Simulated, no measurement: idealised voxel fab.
The process module presented herein is designated voxel double patterning.
This is section cut - it's 275 nm across, gridded in 5 nm square cells.
Cross-sections here: square-cell grids, written as top-down lists of bands, a band being one or more rows of cells.
The entry gives the band's vertical extent as a top height and a bottom height in nm, then its horizontal make-up as materials from left to right, each with a width in nm. "empty" stands for empty space; a single material marked "edge to edge" fills the band edge to edge.
It should be noted that heights are counted from 0, beneath which the wafer as supplied is of one material throughout, and that the lowest band possesses no lower boundary but continues downward, as written in "0 and below".
A width given as "30..40" starts at the first number in the band's top row and ends at the second number in its bottom row, shifting by an equal amount at every step from row to row.
"nothing was modified" (step): cross-section cells unchanged, all of them.
Empty spaces without an open route to the top, at least 8 cells in extent, make up the entry "Enclosed void entries"; each is given as width x height at distance, where the distance is measured from the left edge, and all are in nm.
after a step's settings: what the simulator itself notes on the step
A step line may carry the setting "overlay nm", which, for steps involving a mask, states the distance by which the mask lay to the right of its intended position; negative values denote displacement to the left.

[Below is the list of planned process steps]
1) op RECEIVE | material Si
2) op CONFORMAL_DEP | material SiO2 | thk nm 10
3) op DIRECTIONAL_DEP | material polySi | thk nm 15
4) op DIRECTIONAL_DEP | material SiCN | thk nm 5
5) op MASKED_ETCH | tone open | mask id FIRST | width nm 15 | pitch nm 50 | etch materials SiCN | depth nm 5 | overlay nm 0
6) op DIRECTIONAL_DEP | material aC | thk nm 10
7) op PATTERN | tone open | mask id SECOND | material resist | width nm 15 | pitch nm 50 | thk nm 25 | overlay nm 0
8) op DIRECTIONAL_ETCH | etch materials aC | depth nm 10
9) op STRIP | etch materials resist
10) op DIRECTIONAL_ETCH | etch materials SiCN | depth nm 5
11) op STRIP | etch materials aC
12) op DIRECTIONAL_ETCH | etch materials polySi | depth nm 15
13) op STRIP | etch materials SiCN
The plan shows the width nm of step 7 as the first wafer had it; this setting differs between the wafers, which start out alike.

[So this is the first of several wafers, cross-sectioned as it came to us, meaning it's at the end of step 1]
  0 and below: Si edge to edge
  Enclosed void entries: none

[Module finished, last step 13 done: cross-section of the first of several wafers]
  25 down to 10: 80 of polySi, then 15 of empty, then 10 of polySi, then 15 of empty, then 10 of polySi, then 15 of empty, then 10 of polySi, then 15 of empty, then 10 of polySi, then 15 of empty, then 80 of polySi
  10 down to 0: SiO2 edge to edge
  0 and below: Si edge to edge
  Enclosed void entries: none

[Cross-section at module completion, last wafer]
  25 down to 10: 80 of polySi, then 15 of empty, then 5 of polySi, then 45 of empty, then 5 of polySi, then 45 of empty, then 80 of polySi
  10 down to 0: SiO2 edge to edge
  0 and below: Si edge to edge
  Enclosed void entries: none

[What follows is a table in which each wafer occupies a row; for the wafer as it stands at the close of the module, the row states, material by material, how many cells have been gained (+) or lost (-) since receipt, and then gives its closed voids]
width nm 15; +110 SiO2; +120 polySi; Enclosed void entries: none
width nm 20; +110 SiO2; +114 polySi; Enclosed void entries: none
width nm 25; +110 SiO2; +108 polySi; Enclosed void entries: none
width nm 30; +110 SiO2; +102 polySi; Enclosed void entries: none
